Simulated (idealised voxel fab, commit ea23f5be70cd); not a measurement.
This section sets out a process module, namely voxel capacitor over wiring.
Cross-section cut spans 195 nm and uses square cells 5 nm in size.
For the purposes of this document, a cross-section shall be understood as a grid of square cells, specified as bands listed in top-to-bottom order, each band consisting of one or more rows of cells. First you get the band's top height and its bottom height, in nm, and then the materials it's made of, left to right, with each width in nm. If you see a single material with "full width", that one covers the band edge to edge. "empty" is empty space. Heights are measured from 0, the level below which the as-received wafer is all one material; the lowest band has no bottom and continues downward, written as in "top 0, no bottom". You'd read "30->40" like this: the band's top row of cells is as wide as the first number, its bottom row is as wide as the second, and going down, every row changes width by the same amount as the row before did. Step note "nothing different" = no cross-section cell changed. The list in "Fully closed voids" covers empty spaces of 8 cells or more that cannot reach the top through any open way, and it gives each as width x height at distance; the distance is from the left edge, and width, height and distance are in nm. Post-settings text on a step line: simulator's own remark regarding the step. overlay nm: how far to the right of its planned place the mask lay on this masked step (negative: to the left).

The steps planned for the process are as follows:
| 1 | RECEIVE (material Si) |
| 2 | CONFORMAL_DEP (material SiO2; thk nm 10) |
| 3 | CONFORMAL_DEP (material SiCN; thk nm 5) |
| 4 | DIRECTIONAL_DEP (material lowk; thk nm 15) |
| 5 | PATTERN (tone open; mask id METAL_1; material resist; width nm 25; pitch nm 80; thk nm 15; overlay nm 0) |
| 6 | DIRECTIONAL_ETCH (etch materials lowk; depth nm 15) |
| 7 | DIRECTIONAL_ETCH (etch materials SiCN; depth nm 5) |
| 8 | STRIP (etch materials resist) |
| 9 | CONFORMAL_DEP (material TiN; thk nm 5) |
| 10 | FILL_DEP (material Cu; thk nm 10) |
| 11 | CMP (height nm 30) |
| 12 | EPI (material Ru; thk nm 5) |
| 13 | FILL_DEP (material SiCN; thk nm 5) |
| 14 | DIRECTIONAL_DEP (material lowk; thk nm 10) |
| 15 | MASKED_ETCH (tone open; mask id PLUG_1; width nm 15; etch materials lowk; depth nm 10; overlay nm 0) |
| 16 | MASKED_ETCH (tone open; mask id PLUG_1; width nm 15; etch materials SiCN; depth nm 5; overlay nm 0) |
| 17 | EPI (material Ru; thk nm 10) |
| 18 | EPI (material Ru; thk nm 5) |
| 19 | DIRECTIONAL_DEP (material TiN; thk nm 10) |
| 20 | DIRECTIONAL_DEP (material SiN; thk nm 5) |
| 21 | DIRECTIONAL_DEP (material TiN; thk nm 10) |
| 22 | DIRECTIONAL_DEP (material aC; thk nm 10) |
| 23 | PATTERN (tone cover; mask id UPPER_PLATE; material resist; width nm 60; thk nm 30; overlay nm 0) |
| 24 | DIRECTIONAL_ETCH (etch materials aC; depth nm 10) |
| 25 | STRIP (etch materials resist) |
| 26 | DIRECTIONAL_ETCH (etch materials TiN; depth nm 10) |
| 27 | DIRECTIONAL_ETCH (etch materials SiN; depth nm 5) |
| 28 | STRIP (etch materials aC) |
| 29 | MASKED_ETCH (tone cover; mask id LOWER_PLATE; width nm 70; etch materials TiN; depth nm 10; overlay nm 0) |
| 30 | FILL_DEP (material SiO2; thk nm 15) |
| 31 | CMP (height nm 85) |
| 32 | PATTERN (tone open; mask id PLUG_2; material resist; width nm 15; thk nm 20; overlay nm 0) |
| 33 | DIRECTIONAL_ETCH (etch materials SiO2; depth nm 10) |
| 34 | STRIP (etch materials resist) |
| 35 | CONFORMAL_DEP (material TiN; thk nm 5) |
| 36 | FILL_DEP (material Cu; thk nm 5) |
| 37 | CMP (height nm 85) |
| 38 | CONFORMAL_DEP (material SiCN; thk nm 5) |

As-received wafer cross-section (after step 1):
* top 0, no bottom: Si full width
* Fully closed voids: none

first wafer at the end, as planned:
* top 90, bottom 85: SiCN full width
* top 85, bottom 80: 65 of SiO2, 5 of TiN, 5 of Cu, 5 of TiN, 115 of SiO2
* top 80, bottom 75: 65 of SiO2, 15 of TiN, 115 of SiO2
* top 75, bottom 65: 55 of SiO2, 60 of TiN, 80 of SiO2
* top 65, bottom 60: 55 of SiO2, 60 of SiN, 80 of SiO2
* top 60, bottom 50: 50 of SiO2, 70 of TiN, 75 of SiO2
* top 50, bottom 40: 55 of lowk, 15 of Ru, 125 of lowk
* top 40, bottom 35: 55 of SiCN, 15 of Ru, 125 of SiCN
* top 35, bottom 30: 40 of SiCN, 35 of Ru, 45 of SiCN, 35 of Ru, 40 of SiCN
* top 30, bottom 15: 45 of lowk, 5 of TiN, 15 of Cu, 5 of TiN, 55 of lowk, 5 of TiN, 15 of Cu, 5 of TiN, 45 of lowk
* top 15, bottom 10: 45 of SiCN, 25 of TiN, 55 of SiCN, 25 of TiN, 45 of SiCN
* top 10, bottom 0: SiO2 full width
* top 0, no bottom: Si full width
* Fully closed voids: none

The second wafer, shown in cross-section after the module: started the same way as the first and given the same plan, yet one mistake crept into how it was run:
* top 90, bottom 85: SiCN full width
* top 85, bottom 80: 65 of SiO2, 5 of TiN, 5 of Cu, 5 of TiN, 115 of SiO2
* top 80, bottom 75: 65 of SiO2, 15 of TiN, 115 of SiO2
* top 75, bottom 65: 55 of SiO2, 60 of TiN, 80 of SiO2
* top 65, bottom 60: 55 of SiO2, 60 of SiN, 80 of SiO2
* top 60, bottom 50: 50 of SiO2, 75 of TiN, 70 of SiO2
* top 50, bottom 40: 55 of lowk, 15 of Ru, 125 of lowk
* top 40, bottom 35: 55 of SiCN, 15 of Ru, 125 of SiCN
* top 35, bottom 30: 40 of SiCN, 35 of Ru, 45 of SiCN, 35 of Ru, 40 of SiCN
* top 30, bottom 15: 45 of lowk, 5 of TiN, 15 of Cu, 5 of TiN, 55 of lowk, 5 of TiN, 15 of Cu, 5 of TiN, 45 of lowk
* top 15, bottom 10: 45 of SiCN, 25 of TiN, 55 of SiCN, 25 of TiN, 45 of SiCN
* top 10, bottom 0: SiO2 full width
* top 0, no bottom: Si full width
* Fully closed voids: none
Against the plan, the run slipped here: step 29 changed vs plan, executed as MASKED_ETCH (tone cover; mask id LOWER_PLATE; width nm 75; etch materials TiN; depth nm 10; overlay nm 0)
The closing comparison, in cells, has the second wafer with more or fewer of some materials than the first: SiO2 -2 | TiN +2
